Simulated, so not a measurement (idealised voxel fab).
Title: Process Module voxel wiring stack
The cross-section shown here is cut; it is 260 nm wide and divided into square cells measuring 5 nm on a side.
Format of a cross-section: grid, square cells. Given as bands. Order: top down. Band: one or more rows of cells.
Per band: top height and bottom height in nm, followed by the left-to-right materials and their widths in nm; "everywhere" marks a single material spanning edge to edge, "blank" marks empty space.
Counting heights begins at 0, where everything beneath is, in the wafer as received, one material. The lowest band has no bottom; it goes on downwards, as "0 nm and below" shows.
It should be noted that a width expressed as "30..40" varies in equal increments from row to row of cells within the band, taking the value of the first number at the top row and that of the second number at the bottom row.
The cross-section has no changed cell in any step marked "no modifications".
Empty spaces without an open route to the top, at least 8 cells in extent, make up the entry "Fully sealed voids"; each is given as width x height at distance, where the distance is measured from the left edge, and all are in nm.
Formally, on a step line, whatever follows the settings is a remark that the simulator itself makes on the step.
A step line may carry the setting "overlay nm", which, for steps involving a mask, states the distance by which the mask lay to the right of its intended position; negative values denote displacement to the left.
Layout of what follows: cross-section pairs, each bracketing one process step, the after cross-section shown only to the lowest band that changed, the step between and its settings noted under each pair. Pairs may originate in different runs of this module on the same starting wafer; a pair continues from the pair above only where its entry headed "Pre-step view" says so.
## Pre-step view
- 70 nm to 65 nm  TiN 60 | blank 15 | TiN 25 | blank 15 | TiN 25 | blank 15 | TiN 25 | blank 15 | TiN 65
- 65 nm to 55 nm  SiO2 55 | TiN 5 | blank 15 | TiN 5 | SiO2 15 | TiN 5 | blank 15 | TiN 5 | SiO2 15 | TiN 5 | blank 15 | TiN 5 | SiO2 15 | TiN 5 | blank 15 | TiN 5 | SiO2 60
- 55 nm to 50 nm  SiO2 55 | TiN 5 | blank 5 | TiN 15 | SiO2 15 | TiN 25 | SiO2 15 | TiN 5 | blank 5 | TiN 15 | SiO2 15 | TiN 25 | SiO2 60
- 50 nm to 40 nm  SiO2 55 | TiN 5 | blank 5 | TiN 5 | SiO2 65 | TiN 5 | blank 5 | TiN 5 | SiO2 110
- 40 nm to 35 nm  SiCN 55 | TiN 15 | SiCN 65 | TiN 15 | SiCN 110
- 35 nm to 15 nm  W 50 | TiN 5 | SiO2 25 | TiN 5 | W 5 | TiN 5 | SiO2 25 | TiN 5 | W 5 | TiN 5 | SiO2 25 | TiN 5 | W 5 | TiN 5 | SiO2 25 | TiN 5 | W 55
- 15 nm to 10 nm  TiN 55 | SiCN 25 | TiN 15 | SiCN 25 | TiN 15 | SiCN 25 | TiN 15 | SiCN 25 | TiN 60
- 10 nm to 0 nm  SiO2 everywhere
- 0 nm and below  Si everywhere
- Fully sealed voids: none
## Section, Post-Step
- 80 nm to 70 nm  Cu everywhere
- 70 nm to 65 nm  TiN 60 | Cu 15 | TiN 25 | Cu 15 | TiN 25 | Cu 15 | TiN 25 | Cu 15 | TiN 65
- 65 nm to 55 nm  SiO2 55 | TiN 5 | Cu 15 | TiN 5 | SiO2 15 | TiN 5 | Cu 15 | TiN 5 | SiO2 15 | TiN 5 | Cu 15 | TiN 5 | SiO2 15 | TiN 5 | Cu 15 | TiN 5 | SiO2 60
- 55 nm to 50 nm  SiO2 55 | TiN 5 | Cu 5 | TiN 15 | SiO2 15 | TiN 25 | SiO2 15 | TiN 5 | Cu 5 | TiN 15 | SiO2 15 | TiN 25 | SiO2 60
- 50 nm to 40 nm  SiO2 55 | TiN 5 | Cu 5 | TiN 5 | SiO2 65 | TiN 5 | Cu 5 | TiN 5 | SiO2 110
- Below 40, no change.
- Fully sealed voids: none
Between the two cross-sections above, the process step reads FILL_DEP, material Cu, thk nm 10
Pre-step view: The prior state of this step coincides with the post-step cross-section of the pair just above.
## Section, Post-Step
- 65 nm to 55 nm  SiO2 55 | TiN 5 | Cu 15 | TiN 5 | SiO2 15 | TiN 5 | Cu 15 | TiN 5 | SiO2 15 | TiN 5 | Cu 15 | TiN 5 | SiO2 15 | TiN 5 | Cu 15 | TiN 5 | SiO2 60
- Below 55, no change.
- Fully sealed voids: none
Between the two cross-sections above, the process step reads CMP, height nm 65
Pre-step view: The prior state of this step coincides with the post-step cross-section of the pair just above.
## Section, Post-Step
- 70 nm to 65 nm  SiN everywhere
- Below 65, no change.
- Fully sealed voids: none
Between the two cross-sections above, the process step reads CONFORMAL_DEP, material SiN, thk nm 5
